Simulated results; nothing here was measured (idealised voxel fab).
Herein follows the process module entitled voxel self aligned vias.
The width of the displayed cross-section, cut, is 275 nm; its cells are square, with a size of 5 nm.
A cross-section is a grid of square cells, given in bands from the top down. A band is one or more rows of cells. This entry defines a band. It first specifies the height of the band's top and the height of its bottom in nm, and then specifies the band's materials from left to right, stating each material with its width in nm. The word "throughout" identifies a single material that fills the band from edge to edge, while the word "empty" identifies empty space. Height datum 0, below which the as-received substrate wafer is one material. Lowest band open at the bottom, running downward: "0 down". Width "30->40": first value at the band's top row of cells, second value at its bottom row, equal change from row to row. Key: "no modifications" - step with no changed cell in the cross-section. "Closed void inventory": sealed empty spaces, 8 cells or more, no open way to top, listed width x height at distance, with distance from the left edge and width, height and distance in nm. If you see something after the settings on a step's line, that's the simulator's own remark about that step. overlay nm: how far to the right of its planned place the mask lay on this masked step (negative: to the left).
### Steps planned for the process
1) RECEIVE,material Si
2) CONFORMAL_DEP,material SiO2,thk nm 10
3) CONFORMAL_DEP,material SiCN,thk nm 5
4) DIRECTIONAL_DEP,material SiO2,thk nm 20
5) PATTERN,tone open,mask id LINES,material resist,width nm 20,pitch nm 65,thk nm 15,overlay nm 0
6) DIRECTIONAL_ETCH,etch materials SiO2,depth nm 20
7) STRIP,etch materials resist
8) CONFORMAL_DEP,material TiN,thk nm 5
9) FILL_DEP,material W,thk nm 5
10) CMP,height nm 35
11) SELECTIVE_ETCH,etch materials W Ru TiN,depth nm 10
12) FILL_DEP,material SiN,thk nm 5
13) CMP,height nm 35
14) DIRECTIONAL_DEP,material SiO2,thk nm 15
15) MASKED_ETCH,tone open,mask id VIAS,width nm 40,pitch nm 65,etch materials SiO2,depth nm 15,overlay nm 0
16) MASKED_ETCH,tone open,mask id VIAS,width nm 40,pitch nm 65,etch materials SiN,depth nm 10,overlay nm 0
17) CONFORMAL_DEP,material TiN,thk nm 5
18) FILL_DEP,material Ru,thk nm 10
19) CMP,height nm 50
20) CONFORMAL_DEP,material SiN,thk nm 5
### Received-state cross-section, reflecting completion of step 1
    0 down: Si throughout
    Closed void inventory: none
### First of two wafers at the end of the module, shown in cross-section; run carried out as planned
    55 to 50: SiN throughout
    50 to 40: SiO2 (50)  TiN (5)  Ru (30)  TiN (5)  SiO2 (25)  TiN (5)  Ru (30)  TiN (5)  SiO2 (25)  TiN (5)  Ru (30)  TiN (5)  SiO2 (55)
    40 to 30: SiO2 (50->60)  TiN (15->5)  Ru (10)  TiN (15->5)  SiO2 (25->45)  TiN (15->5)  Ru (10)  TiN (15->5)  SiO2 (25->45)  TiN (15->5)  Ru (10)  TiN (15->5)  SiO2 (55->65)
    30 to 25: SiO2 (60)  TiN (20)  SiO2 (45)  TiN (20)  SiO2 (45)  TiN (20)  SiO2 (65)
    25 to 20: SiO2 (60)  TiN (5)  W (10)  TiN (5)  SiO2 (45)  TiN (5)  W (10)  TiN (5)  SiO2 (45)  TiN (5)  W (10)  TiN (5)  SiO2 (65)
    20 to 15: SiO2 (60)  TiN (20)  SiO2 (45)  TiN (20)  SiO2 (45)  TiN (20)  SiO2 (65)
    15 to 10: SiCN throughout
    10 to 0: SiO2 throughout
    0 down: Si throughout
    Closed void inventory: none
### Second of two wafers, module complete, sectioned: it shares the first wafer's start and plan but was run with one mistake
    55 to 50: SiN throughout
    50 to 40: SiO2 (50)  TiN (5)  Ru (30)  TiN (5)  SiO2 (25)  TiN (5)  Ru (30)  TiN (5)  SiO2 (25)  TiN (5)  Ru (30)  TiN (5)  SiO2 (55)
    40 to 35: SiO2 (50)  TiN (40)  SiO2 (25)  TiN (40)  SiO2 (25)  TiN (40)  SiO2 (55)
    35 to 25: SiN (50)  TiN (10)  SiO2 (20)  TiN (10)  SiN (25)  TiN (10)  SiO2 (20)  TiN (10)  SiN (25)  TiN (10)  SiO2 (20)  TiN (10)  SiN (55)
    25 to 20: W (55)  TiN (5)  SiO2 (20)  TiN (5)  W (35)  TiN (5)  SiO2 (20)  TiN (5)  W (35)  TiN (5)  SiO2 (20)  TiN (5)  W (60)
    20 to 15: TiN (60)  SiO2 (20)  TiN (45)  SiO2 (20)  TiN (45)  SiO2 (20)  TiN (65)
    15 to 10: SiCN throughout
    10 to 0: SiO2 throughout
    0 down: Si throughout
    Closed void inventory: none
Deviation noted in wafer processing: step 5 ran differently from the plan; actual operation with settings: PATTERN,tone cover,mask id LINES,material resist,width nm 20,pitch nm 65,thk nm 15,overlay nm 0
Count the cells at the end and the second wafer has more or fewer of some materials than the first: Ru: 12 fewer; SiN: 62 more; SiO2: 124 fewer; TiN: 43 more; W: 31 more
